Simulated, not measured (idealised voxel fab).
Process module under the name voxel self aligned vias
Displayed cross-section: cut, width of 270 nm, square cells sized 5 nm.
Each cross-section below is a grid of square cells, stated as bands in top-down order, with one or more rows of cells making up each band. The entry gives the band's vertical extent as a top height and a bottom height in nm, then its horizontal make-up as materials from left to right, each with a width in nm. "air" stands for empty space; a single material marked "throughout" fills the band edge to edge. Height 0 is the level under which the wafer as received is all one material. The lowest band goes on downwards, as in "0..down". With a width like "30->40", each row of cells in the band differs from the next by the same amount, the top row carrying the first number and the bottom row the second. The designation "nothing different", where it is given for a processing step, indicates that no cell of the cross-section was altered in the course of that step. "Enclosed internal voids" enumerates empty spaces isolated from the top, with no open way to it, that contain at least 8 cells, giving each as width x height at distance from the left edge, all three in nm. after a step's settings: what the simulator itself notes on the step. On any step carrying a mask, the "overlay nm" setting, if present on the step's line, tells how far right of its planned place the mask lay; negative values point to the left.

STEPS PLANNED FOR THE PROCESS
1) RECEIVE | material Si
2) CONFORMAL_DEP | material SiO2 | thk nm 15
3) CONFORMAL_DEP | material SiCN | thk nm 5
4) DIRECTIONAL_DEP | material SiO2 | thk nm 20
5) DIRECTIONAL_DEP | material aC | thk nm 10
6) PATTERN | tone open | mask id LINES | material resist | width nm 30 | pitch nm 70 | thk nm 25 | overlay nm 0
7) DIRECTIONAL_ETCH | etch materials aC | depth nm 10
8) STRIP | etch materials resist
9) DIRECTIONAL_ETCH | etch materials SiO2 | depth nm 10
10) STRIP | etch materials aC
11) CONFORMAL_DEP | material TiN | thk nm 5
12) FILL_DEP | material Ru | thk nm 5
13) CMP | height nm 40
14) SELECTIVE_ETCH | etch materials W Ru TiN | depth nm 10
15) FILL_DEP | material SiN | thk nm 10
16) CMP | height nm 40
17) DIRECTIONAL_DEP | material SiO2 | thk nm 20
18) PATTERN | tone open | mask id VIAS | material resist | width nm 50 | thk nm 15 | overlay nm 0
19) DIRECTIONAL_ETCH | etch materials SiO2 | depth nm 20
20) DIRECTIONAL_ETCH | etch materials SiN | depth nm 10
21) STRIP | etch materials resist
22) CONFORMAL_DEP | material TiN | thk nm 5
23) FILL_DEP | material W | thk nm 10
24) CMP | height nm 60
25) CONFORMAL_DEP | material SiCN | thk nm 5
Wafer-to-wafer difference: depth nm, step 9. Common start. Plan = first wafer's value.

SO THIS IS THE FIRST OF SEVERAL WAFERS, CROSS-SECTIONED AS IT CAME TO US, MEANING IT'S AT THE END OF STEP 1
0..down: Si throughout
Enclosed internal voids: none

EVERY ROW IN THIS TABLE IS A WAFER AT THE END OF THE MODULE, AND IT GIVES, FOR EACH OF THE MATERIALS, THE CELLS THAT WAFER HAS GAINED (+) OR LOST (-) SINCE IT WAS RECEIVED, THEN ITS CLOSED VOIDS
depth nm 10; +108 SiCN; +12 SiN; +530 SiO2; +20 TiN; +32 W; Enclosed internal voids: none
depth nm 15; +108 SiCN; +12 SiN; +518 SiO2; +32 TiN; +32 W; Enclosed internal voids: none
depth nm 20; +8 Ru; +108 SiCN; +12 SiN; +506 SiO2; +36 TiN; +32 W; Enclosed internal voids: none
depth nm 25; +8 Ru; +108 SiCN; +12 SiN; +506 SiO2; +36 TiN; +32 W; Enclosed internal voids: none
depth nm 30; +8 Ru; +108 SiCN; +12 SiN; +506 SiO2; +36 TiN; +32 W; Enclosed internal voids: none
depth nm 35; +8 Ru; +108 SiCN; +12 SiN; +506 SiO2; +36 TiN; +32 W; Enclosed internal voids: none
